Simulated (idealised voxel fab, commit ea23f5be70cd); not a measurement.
process module | voxel lift off
cross-section cut | 215 nm wide | cells 5 nm
A cross-section is a grid of square cells, given in bands from the top down. A band is one or more rows of cells.
Each band's line starts with the height of the band's top and of its bottom, in nm. Then come its materials from left to right, each with its width in nm. One material with "throughout" fills the band from edge to edge. "air" is empty space.
Height 0 is the level under which the wafer as received is all one material. The lowest band goes on downwards, as in "0 down".
A width such as "30 to 40" changes by the same amount from each row of cells to the next, from the band's top row to its bottom row.
"no change" after a step means that no cell of the cross-section changed.
closed voids: empty space of 8 cells or more with no open way to the top, each as width x height at its distance from the left edge, in nm
after a step's settings: what the simulator itself notes on the step
overlay nm, on a step with a mask: how far to the right of its planned place the mask lay; to the left if negative
plan
1 op RECEIVE | material Si
2 op CONFORMAL_DEP | material SiN | thk nm 5
3 op PATTERN | tone open | mask id LINES | material resist | width nm 15 | pitch nm 45 | thk nm 20 | overlay nm 0
4 op DIRECTIONAL_DEP | material Ru | thk nm 5
5 op STRIP | etch materials resist
6 op CONFORMAL_DEP | material SiCN | thk nm 5
varied across the wafers: width nm of step 3. The plan shows the first wafer's value. All wafers start alike
first wafer as received, after step 1
  0 down: Si throughout
  closed voids: none
first wafer at the end, after step 6
  15 to 10: air 50 | SiCN 25 | air 20 | SiCN 25 | air 20 | SiCN 25 | air 50
  10 to 5: SiCN 55 | Ru 15 | SiCN 30 | Ru 15 | SiCN 30 | Ru 15 | SiCN 55
  5 to 0: SiN throughout
  0 down: Si throughout
  closed voids: none
last wafer at the end
  15 to 10: air 40 | SiCN 40 | air 5 | SiCN 40 | air 5 | SiCN 40 | air 45
  10 to 5: SiCN 45 | Ru 30 | SiCN 15 | Ru 30 | SiCN 15 | Ru 30 | SiCN 50
  5 to 0: SiN throughout
  0 down: Si throughout
  closed voids: none
each wafer at the end: cells of each material gained (+) or lost (-) since it was received, then its closed voids
width nm 15 | +9 Ru | +49 SiCN | +43 SiN | closed voids: none
width nm 20 | +12 Ru | +49 SiCN | +43 SiN | closed voids: none
width nm 25 | +15 Ru | +49 SiCN | +43 SiN | closed voids: none
width nm 30 | +18 Ru | +49 SiCN | +43 SiN | closed voids: none
